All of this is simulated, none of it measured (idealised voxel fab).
process module | voxel tone inversion
cross-section cut | 270 nm wide | cells 5 nm
A cross-section is a grid of square cells, given in bands from the top down. A band is one or more rows of cells.
Each band's line starts with the height of the band's top and of its bottom, in nm. Then come its materials from left to right, each with its width in nm. One material with "throughout" fills the band from edge to edge. "air" is empty space.
Height 0 is the level under which the wafer as received is all one material. The lowest band goes on downwards, as in "0 down".
A width such as "30 to 40" changes by the same amount from each row of cells to the next, from the band's top row to its bottom row.
"no change" after a step means that no cell of the cross-section changed.
closed voids: empty space of 8 cells or more with no open way to the top, each as width x height at its distance from the left edge, in nm
after a step's settings: what the simulator itself notes on the step
overlay nm, on a step with a mask: how far to the right of its planned place the mask lay; to the left if negative
plan
1 op RECEIVE | material Si
2 op CONFORMAL_DEP | material SiCN | thk nm 10
3 op DIRECTIONAL_DEP | material polySi | thk nm 15
4 op PATTERN | tone cover | mask id POSTS | material resist | width nm 15 | pitch nm 35 | thk nm 25 | overlay nm 0
5 op DIRECTIONAL_ETCH | etch materials polySi | depth nm 15
6 op STRIP | etch materials resist
7 op FILL_DEP | material lowk | thk nm 10
8 op CMP | height nm 25
9 op STRIP | etch materials polySi
10 op CONFORMAL_DEP | material TiN | thk nm 5
11 op FILL_DEP | material Ru | thk nm 5
12 op CMP | height nm 25
13 op CONFORMAL_DEP | material SiCN | thk nm 5
as received, after step 1
  0 down: Si throughout
  closed voids: none
a wafer at the end: this start, this plan, one mistake
  30 to 25: Ru throughout
  25 to 15: lowk 90 | TiN 5 | Ru 5 | TiN 5 | lowk 20 | TiN 5 | Ru 5 | TiN 5 | lowk 20 | TiN 5 | Ru 5 | TiN 5 | lowk 95
  15 to 10: lowk 90 | TiN 15 | lowk 20 | TiN 15 | lowk 20 | TiN 15 | lowk 95
  10 to 0: SiCN throughout
  0 down: Si throughout
  closed voids: none
what went wrong: step 13 ran as: op CONFORMAL_DEP | material Ru | thk nm 5
